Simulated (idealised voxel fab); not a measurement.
Proc. module: voxel gate over fins
Cross-section cut: width 295 nm, square cells of 5 nm.
Throughout this document, each cross-section is represented as a grid of square cells and is presented as a sequence of bands enumerated from the top downward, where a band comprises one or more rows of cells. The entry gives the band's vertical extent as a top height and a bottom height in nm, then its horizontal make-up as materials from left to right, each with a width in nm. "blank" stands for empty space; a single material marked "full width" fills the band edge to edge. We count height from 0. Below that, the starting wafer is all one material. The lowest band never ends at the bottom but goes on down; see "top 0, no bottom" for how that is written. The two numbers in a width such as "30->40" mark its ends across the band: the first belongs to the top row of cells, the second to the bottom row, and from each row to the next the width moves by the same amount. "no modification" -> step changed no cross-section cell. This entry, "Internal closed voids", enumerates those empty regions of no fewer than 8 cells that possess no open connection to the top. Each region is reported in the form width x height at distance, the distance being taken from the left edge, with all three quantities expressed in nm. Note: text after step settings on the step line = simulator remark on that step. The optional step-line setting "overlay nm" applies to steps with a mask and quantifies how far to the right of its planned location the mask lay, a negative value indicating leftward placement.
**This section lists the process steps that were planned**
1,RECEIVE, material Si
2,CONFORMAL_DEP, material SiN, thk nm 10
3,DIRECTIONAL_DEP, material aC, thk nm 15
4,PATTERN, tone cover, mask id FINS, material resist, width nm 15, pitch nm 35, thk nm 35, overlay nm -15
5,DIRECTIONAL_ETCH, etch materials aC, depth nm 15
6,STRIP, etch materials resist
7,DIRECTIONAL_ETCH, etch materials SiN, depth nm 10
8,DIRECTIONAL_ETCH, etch materials Si, depth nm 40
9,STRIP, etch materials aC
10,FILL_DEP, material SiO2, thk nm 10
11,CMP, height nm 10
12,SELECTIVE_ETCH, etch materials SiO2, depth nm 20
13,STRIP, etch materials SiN
14,CONFORMAL_DEP, material HfO2, thk nm 5
15,CONFORMAL_DEP, material TiN, thk nm 5
16,CONFORMAL_DEP, material TiAl, thk nm 5
17,CONFORMAL_DEP, material TiN, thk nm 5
18,FILL_DEP, material W, thk nm 15
19,CMP, height nm 30
20,CONFORMAL_DEP, material SiCN, thk nm 5
The plan's step 4 overlay nm is the first wafer's value; the wafers differ in this setting and start identical.
**Received wafers, first of several: cross-section after step 1**
  top 0, no bottom | Si full width
  Internal closed voids: none
**Take a look at the first of several wafers in cross-section: the module is done, and step 20 was its last step**
  top 35, bottom 30 | SiCN full width
  top 30, bottom 20 | W full width
  top 20, bottom 15 | 85 nm W | 90 nm TiN | 120 nm W
  top 15, bottom 10 | 85 nm W | 5 nm TiN | 80 nm TiAl | 5 nm TiN | 120 nm W
  top 10, bottom 5 | 90 nm TiN | 5 nm TiAl | 70 nm TiN | 5 nm TiAl | 125 nm TiN
  top 5, bottom 0 | 95 nm TiAl | 5 nm TiN | 25 nm HfO2 | 10 nm TiN | 25 nm HfO2 | 5 nm TiN | 130 nm TiAl
  top 0, bottom -5 | 100 nm TiN | 5 nm HfO2 | 15 nm Si | 5 nm HfO2 | 10 nm TiN | 5 nm HfO2 | 15 nm Si | 5 nm HfO2 | 135 nm TiN
  top -5, bottom -10 | 105 nm HfO2 | 15 nm Si | 20 nm HfO2 | 15 nm Si | 140 nm HfO2
  top -10, bottom -40 | 105 nm SiO2 | 15 nm Si | 20 nm SiO2 | 15 nm Si | 140 nm SiO2
  top -40, no bottom | Si full width
  Internal closed voids: none
**Last wafer x-sec, end of module**
  top 35, bottom 30 | SiCN full width
  top 30, bottom 20 | W full width
  top 20, bottom 15 | 115 nm W | 90 nm TiN | 90 nm W
  top 15, bottom 10 | 115 nm W | 5 nm TiN | 80 nm TiAl | 5 nm TiN | 90 nm W
  top 10, bottom 5 | 120 nm TiN | 5 nm TiAl | 70 nm TiN | 5 nm TiAl | 95 nm TiN
  top 5, bottom 0 | 125 nm TiAl | 5 nm TiN | 25 nm HfO2 | 10 nm TiN | 25 nm HfO2 | 5 nm TiN | 100 nm TiAl
  top 0, bottom -5 | 130 nm TiN | 5 nm HfO2 | 15 nm Si | 5 nm HfO2 | 10 nm TiN | 5 nm HfO2 | 15 nm Si | 5 nm HfO2 | 105 nm TiN
  top -5, bottom -10 | 135 nm HfO2 | 15 nm Si | 20 nm HfO2 | 15 nm Si | 110 nm HfO2
  top -10, bottom -40 | 135 nm SiO2 | 15 nm Si | 20 nm SiO2 | 15 nm Si | 110 nm SiO2
  top -40, no bottom | Si full width
  Internal closed voids: none
**Heads up, this table goes wafer by wafer. A row tells you, at the end of the module, how many cells of each material that wafer has put on (+) or dropped (-) since it was received, and then its closed voids**
overlay nm -15, +67 HfO2, -424 Si, +59 SiCN, +318 SiO2, +63 TiAl, +130 TiN, +200 W, Internal closed voids: none
overlay nm -10, +67 HfO2, -424 Si, +59 SiCN, +318 SiO2, +63 TiAl, +130 TiN, +200 W, Internal closed voids: none
overlay nm -5, +67 HfO2, -424 Si, +59 SiCN, +318 SiO2, +63 TiAl, +130 TiN, +200 W, Internal closed voids: none
overlay nm 0, +67 HfO2, -424 Si, +59 SiCN, +318 SiO2, +63 TiAl, +130 TiN, +200 W, Internal closed voids: none
overlay nm 5, +67 HfO2, -424 Si, +59 SiCN, +318 SiO2, +63 TiAl, +130 TiN, +200 W, Internal closed voids: none
overlay nm 10, +67 HfO2, -424 Si, +59 SiCN, +318 SiO2, +63 TiAl, +130 TiN, +200 W, Internal closed voids: none
overlay nm 15, +67 HfO2, -424 Si, +59 SiCN, +318 SiO2, +63 TiAl, +130 TiN, +200 W, Internal closed voids: none
